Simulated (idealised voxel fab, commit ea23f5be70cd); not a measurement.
Process module in this document: voxel transistor to metal
Pictured: cross-section cut, 280 nm wide, on a grid of 5 nm square cells.
In this document a cross-section is written as a grid of square cells. It is given as a series of bands, listed from the top down, and a band is one or more rows of cells. Within each band entry, the heights of the top and of the bottom of the band appear first, in that order and in nm; the materials of the band then follow from left to right, each with its corresponding width in nm. The designation "edge to edge" on a single material indicates that it fills the band from edge to edge; the designation "empty" indicates empty space. We count height from 0. Below that, the starting wafer is all one material. The lowest band never ends at the bottom but goes on down; see "from 0 down" for how that is written. Graded width ("30 to 40"): value in top row of band = first number; value in bottom row = second number; row-to-row change constant. Where the words "nothing altered" appear for a step, the cross-section shows no cell changed by that step; every cell remained as before. "Closed-off voids" enumerates empty spaces isolated from the top, with no open way to it, that contain at least 8 cells, giving each as width x height at distance from the left edge, all three in nm. Where a step's line continues beyond its settings, the continuation is a remark by the simulator itself on that step. Steps that use a mask can have "overlay nm" on their line. It says how far the mask sat to the right of where it was meant to be. Negative means to the left.
Intended process steps:
1,RECEIVE: material Si
2,OXIDIZE: depth nm 5
3,CONFORMAL_DEP: material SiN, thk nm 10
4,MASKED_ETCH: tone cover, mask id ACTIVE, width nm 105, pitch nm 125, etch materials SiN, depth nm 10, overlay nm 0
5,MASKED_ETCH: tone cover, mask id ACTIVE, width nm 105, pitch nm 125, etch materials SiO2, depth nm 5, overlay nm 0
6,MASKED_ETCH: tone cover, mask id ACTIVE, width nm 105, pitch nm 125, etch materials Si, depth nm 35, overlay nm 0
7,FILL_DEP: material SiO2, thk nm 5
8,CMP: height nm 10
9,SELECTIVE_ETCH: etch materials SiO2, depth nm 10
10,STRIP: etch materials SiN
11,SELECTIVE_ETCH: etch materials SiO2, depth nm 5
12,OXIDIZE: depth nm 5
13,DIRECTIONAL_DEP: material polySi, thk nm 20
14,DIRECTIONAL_DEP: material SiCN, thk nm 15
15,PATTERN: tone cover, mask id GATE, material resist, width nm 15, pitch nm 125, thk nm 15, overlay nm 0
16,DIRECTIONAL_ETCH: etch materials SiCN, depth nm 25
17,DIRECTIONAL_ETCH: etch materials polySi, depth nm 30
18,STRIP: etch materials resist
19,CONFORMAL_DEP: material SiO2, thk nm 5
20,DIRECTIONAL_ETCH: etch materials SiO2, depth nm 5
21,CONFORMAL_DEP: material SiN, thk nm 5
22,DIRECTIONAL_ETCH: etch materials SiN, depth nm 5
23,DIRECTIONAL_ETCH: etch materials SiO2, depth nm 5
24,DIRECTIONAL_ETCH: etch materials Si, depth nm 10
25,EPI: material SiGe, thk nm 10
26,FILL_DEP: material SiO2, thk nm 5
27,CMP: height nm 30
28,DIRECTIONAL_DEP: material SiO2, thk nm 10
29,MASKED_ETCH: tone open, mask id CONTACT, width nm 20, etch materials SiO2, depth nm 50, overlay nm 0
30,CONFORMAL_DEP: material TiN, thk nm 5
31,FILL_DEP: material W, thk nm 5
32,CMP: height nm 40
33,CONFORMAL_DEP: material SiN, thk nm 5
34,DIRECTIONAL_DEP: material lowk, thk nm 15
35,PATTERN: tone open, mask id METAL_1, material resist, width nm 20, thk nm 15, overlay nm 0
36,DIRECTIONAL_ETCH: etch materials lowk, depth nm 15
37,DIRECTIONAL_ETCH: etch materials SiN, depth nm 5
38,STRIP: etch materials resist
39,CONFORMAL_DEP: material TiN, thk nm 5
40,FILL_DEP: material Cu, thk nm 5
41,CMP: height nm 60
42,CONFORMAL_DEP: material SiCN, thk nm 5
43,DIRECTIONAL_DEP: material SiO2, thk nm 30
44,MASKED_ETCH: tone open, mask id METAL_2_HOLES, width nm 15, pitch nm 125, etch materials SiO2, depth nm 30, overlay nm 0
45,MASKED_ETCH: tone open, mask id METAL_2, width nm 20, pitch nm 125, etch materials SiO2, depth nm 15, overlay nm 0
46,MASKED_ETCH: tone open, mask id METAL_2, width nm 20, pitch nm 125, etch materials SiCN, depth nm 5, overlay nm 0
47,CONFORMAL_DEP: material TiN, thk nm 5
48,FILL_DEP: material Cu, thk nm 5
49,CMP: height nm 95
50,CONFORMAL_DEP: material SiCN, thk nm 5
All wafers enter the flow in the same state. The width nm at step 15 differs from wafer to wafer, and the plan gives the value for the first wafer.
The first of several wafers in cross-section, exactly as it reached us after step 1:
* from 0 down: Si edge to edge
* Closed-off voids: none
The following table contains a row per wafer, in which are reported, at the conclusion of the module, the cells of each material gained (+) or lost (-) since the wafer's receipt, with its closed voids given thereafter:
width nm 15 | +40 Cu | -252 Si | +124 SiCN | +72 SiGe | +68 SiN | +692 SiO2 | +160 TiN | +72 W | +120 lowk | +24 polySi | Closed-off voids: none
width nm 20 | +40 Cu | -248 Si | +130 SiCN | +68 SiGe | +68 SiN | +682 SiO2 | +160 TiN | +68 W | +120 lowk | +32 polySi | Closed-off voids: none
width nm 25 | +40 Cu | -244 Si | +136 SiCN | +64 SiGe | +68 SiN | +672 SiO2 | +160 TiN | +64 W | +120 lowk | +40 polySi | Closed-off voids: none
width nm 30 | +40 Cu | -240 Si | +142 SiCN | +60 SiGe | +68 SiN | +662 SiO2 | +160 TiN | +60 W | +120 lowk | +48 polySi | Closed-off voids: none
width nm 35 | +40 Cu | -236 Si | +148 SiCN | +56 SiGe | +68 SiN | +652 SiO2 | +160 TiN | +56 W | +120 lowk | +56 polySi | Closed-off voids: none
width nm 40 | +40 Cu | -232 Si | +154 SiCN | +52 SiGe | +68 SiN | +654 SiO2 | +156 TiN | +44 W | +120 lowk | +64 polySi | Closed-off voids: none
